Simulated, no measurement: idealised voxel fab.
process module | voxel transistor to metal
cross-section cut | 190 nm wide | cells 5 nm
A cross-section is a grid of square cells, given in bands from the top down. A band is one or more rows of cells.
Each band's line starts with the height of the band's top and of its bottom, in nm. Then come its materials from left to right, each with its width in nm. One material with "throughout" fills the band from edge to edge. "air" is empty space.
Height 0 is the level under which the wafer as received is all one material. The lowest band goes on downwards, as in "0 down".
A width such as "30 to 40" changes by the same amount from each row of cells to the next, from the band's top row to its bottom row.
"no change" after a step means that no cell of the cross-section changed.
closed voids: empty space of 8 cells or more with no open way to the top, each as width x height at its distance from the left edge, in nm
after a step's settings: what the simulator itself notes on the step
overlay nm, on a step with a mask: how far to the right of its planned place the mask lay; to the left if negative
plan
1 op RECEIVE | material Si
2 op OXIDIZE | depth nm 5
3 op CONFORMAL_DEP | material SiN | thk nm 15
4 op MASKED_ETCH | tone cover | mask id ACTIVE | width nm 135 | etch materials SiN | depth nm 15 | overlay nm 0
5 op MASKED_ETCH | tone cover | mask id ACTIVE | width nm 135 | etch materials SiO2 | depth nm 5 | overlay nm 0
6 op MASKED_ETCH | tone cover | mask id ACTIVE | width nm 135 | etch materials Si | depth nm 20 | overlay nm 0
7 op FILL_DEP | material SiO2 | thk nm 10
8 op CMP | height nm 15
9 op SELECTIVE_ETCH | etch materials SiO2 | depth nm 5
10 op STRIP | etch materials SiN
11 op SELECTIVE_ETCH | etch materials SiO2 | depth nm 5
12 op OXIDIZE | depth nm 5
13 op DIRECTIONAL_DEP | material polySi | thk nm 30
14 op DIRECTIONAL_DEP | material SiCN | thk nm 10
15 op DIRECTIONAL_DEP | material aC | thk nm 15
16 op PATTERN | tone cover | mask id GATE | material resist | width nm 35 | thk nm 30 | overlay nm 0
17 op DIRECTIONAL_ETCH | etch materials aC | depth nm 15
18 op STRIP | etch materials resist
19 op DIRECTIONAL_ETCH | etch materials SiCN | depth nm 20
20 op DIRECTIONAL_ETCH | etch materials polySi | depth nm 40
21 op STRIP | etch materials aC
22 op CONFORMAL_DEP | material SiN | thk nm 5
23 op DIRECTIONAL_ETCH | etch materials SiN | depth nm 5
24 op DIRECTIONAL_ETCH | etch materials SiO2 | depth nm 5
25 op DIRECTIONAL_ETCH | etch materials Si | depth nm 5
26 op EPI | material nSi | thk nm 5
27 op FILL_DEP | material SiO2 | thk nm 10
28 op CMP | height nm 25
29 op STRIP | etch materials polySi
30 op SELECTIVE_ETCH | etch materials SiO2 | depth nm 5
31 op CONFORMAL_DEP | material HfO2 | thk nm 5
32 op CONFORMAL_DEP | material TiN | thk nm 5
33 op FILL_DEP | material W | thk nm 10
34 op CMP | height nm 20
35 op DIRECTIONAL_DEP | material SiO2 | thk nm 15
36 op MASKED_ETCH | tone open | mask id CONTACT | width nm 20 | pitch nm 95 | etch materials SiO2 | depth nm 45 | overlay nm 0
37 op CONFORMAL_DEP | material TiN | thk nm 5
38 op FILL_DEP | material W | thk nm 5
39 op CMP | height nm 35
40 op DIRECTIONAL_DEP | material TiN | thk nm 5
41 op DIRECTIONAL_DEP | material W | thk nm 20
42 op MASKED_ETCH | tone cover | mask id METAL_1 | width nm 20 | pitch nm 95 | etch materials W | depth nm 20 | overlay nm 0
43 op MASKED_ETCH | tone cover | mask id METAL_1 | width nm 20 | pitch nm 95 | etch materials TiN | depth nm 5 | overlay nm 0
44 op FILL_DEP | material lowk | thk nm 10
45 op CMP | height nm 60
46 op CONFORMAL_DEP | material SiCN | thk nm 5
as received, after step 1
  0 down: Si throughout
  closed voids: none
first wafer at the end, as planned
  65 to 60: SiCN throughout
  60 to 40: lowk 35 | W 20 | lowk 75 | W 20 | lowk 40
  40 to 35: lowk 35 | TiN 20 | lowk 75 | TiN 20 | lowk 40
  35 to 20: SiO2 35 | TiN 5 | W 10 | TiN 5 | SiO2 75 | TiN 5 | W 10 | TiN 5 | SiO2 40
  20 to 5: SiO2 35 | TiN 5 | W 10 | TiN 5 | SiO2 15 | SiN 5 | HfO2 5 | TiN 5 | W 15 | TiN 5 | HfO2 5 | SiN 5 | SiO2 15 | TiN 5 | W 10 | TiN 5 | SiO2 40
  5 to 0: SiO2 20 | SiN 5 | SiO2 10 | TiN 5 | W 10 | TiN 5 | SiO2 15 | SiN 5 | HfO2 5 | TiN 5 | W 15 | TiN 5 | HfO2 5 | SiN 5 | SiO2 15 | TiN 5 | W 10 | TiN 5 | SiO2 10 | SiN 5 | SiO2 25
  0 to -5: SiO2 20 | SiN 5 | SiO2 10 | TiN 5 | W 10 | TiN 5 | SiO2 15 | SiN 5 | HfO2 5 | TiN 25 | HfO2 5 | SiN 5 | SiO2 15 | TiN 5 | W 10 | TiN 5 | SiO2 10 | SiN 5 | SiO2 25
  -5 to -10: SiO2 35 | TiN 20 | SiO2 10 | nSi 5 | HfO2 45 | nSi 5 | SiO2 10 | TiN 20 | SiO2 40
  -10 to -15: SiO2 25 | nSi 45 | Si 45 | nSi 45 | SiO2 30
  -15 to -25: SiO2 25 | Si 135 | SiO2 30
  -25 down: Si throughout
  closed voids: none
second wafer at the end: like start, like plan, one mistake
  65 to 60: SiCN throughout
  60 to 40: lowk 35 | W 20 | lowk 75 | W 20 | lowk 40
  40 to 35: lowk 35 | TiN 20 | lowk 75 | TiN 20 | lowk 40
  35 to 20: SiO2 35 | TiN 5 | W 10 | TiN 5 | SiO2 75 | TiN 5 | W 10 | TiN 5 | SiO2 40
  20 to 15: SiO2 35 | TiN 20 | SiO2 15 | SiN 5 | HfO2 35 | SiN 5 | SiO2 15 | TiN 20 | SiO2 40
  15 to 0: HfO2 throughout
  0 to -5: SiO2 throughout
  -5 down: Si throughout
  closed voids: none
what went wrong: step 3 ran as: op CONFORMAL_DEP | material HfO2 | thk nm 15
at the end the second wafer has, in cells: 102 more of HfO2 | 89 more of Si | 12 fewer of SiN | 94 fewer of SiO2 | 33 fewer of TiN | 32 fewer of W | 20 fewer of nSi
